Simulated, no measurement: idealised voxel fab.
This is a process module. Its name is voxel ribs on slabs.
In the cross-section labelled cut, the width is 145 nm and each square cell is 5 nm.
Format of a cross-section: grid, square cells. Given as bands. Order: top down. Band: one or more rows of cells.
Basically the band line says how high the top is and how high the bottom is, in nm, and then what's in it from left to right, every material with its width in nm. Empty space shows up as "air", and if a single material carries "full width" it runs the full band edge to edge.
We count height from 0. Below that, the starting wafer is all one material. The lowest band never ends at the bottom but goes on down; see "0..down" for how that is written.
With a width like "30->40", each row of cells in the band differs from the next by the same amount, the top row carrying the first number and the bottom row the second.
"no modification" means the step left every cell of the cross-section as it was.
Heads up: "Completely sealed voids" only lists the empty pockets with no open path to the top that are 8 cells or more, and it writes them as width x height at distance, distance from the left edge, in nm.
Past the settings on a step's line: simulator remark, on that step.
The optional step-line setting "overlay nm" applies to steps with a mask and quantifies how far to the right of its planned location the mask lay, a negative value indicating leftward placement.

**Intended process steps**
1: RECEIVE, material Si
2: DIRECTIONAL_DEP, material SiO2, thk nm 25
3: DIRECTIONAL_DEP, material polySi, thk nm 15
4: DIRECTIONAL_DEP, material aC, thk nm 15
5: PATTERN, tone cover, mask id RIB, material resist, width nm 25, thk nm 35, overlay nm 0
6: DIRECTIONAL_ETCH, etch materials aC, depth nm 15
7: STRIP, etch materials resist
8: DIRECTIONAL_ETCH, etch materials polySi, depth nm 10
9: STRIP, etch materials aC
10: PATTERN, tone cover, mask id SLAB, material resist, width nm 55, thk nm 15, overlay nm 0
11: DIRECTIONAL_ETCH, etch materials polySi, depth nm 5
12: STRIP, etch materials resist
13: FILL_DEP, material SiO2, thk nm 25
14: CMP, height nm 55
15: DIRECTIONAL_DEP, material TiN, thk nm 5
16: DIRECTIONAL_DEP, material aC, thk nm 10
17: PATTERN, tone cover, mask id HEATER, material resist, width nm 35, thk nm 25, overlay nm 0
18: DIRECTIONAL_ETCH, etch materials aC, depth nm 10
19: STRIP, etch materials resist
20: DIRECTIONAL_ETCH, etch materials TiN, depth nm 5
21: STRIP, etch materials aC
22: CONFORMAL_DEP, material SiN, thk nm 10

**As received (post step 1): cross-section**
    0..down | Si full width
    Completely sealed voids: none

**Result of the module, cross-sectioned: start per above, plan per above, one error in how it was run**
    60..55 | air: 55  TiN: 35  air: 55
    55..40 | SiO2 full width
    40..30 | SiO2: 60  polySi: 25  SiO2: 60
    30..25 | SiO2: 45  polySi: 55  SiO2: 45
    25..0 | SiO2 full width
    0..down | Si full width
    Completely sealed voids: none
What was the processing mistake? plan step 22: skipped, not run
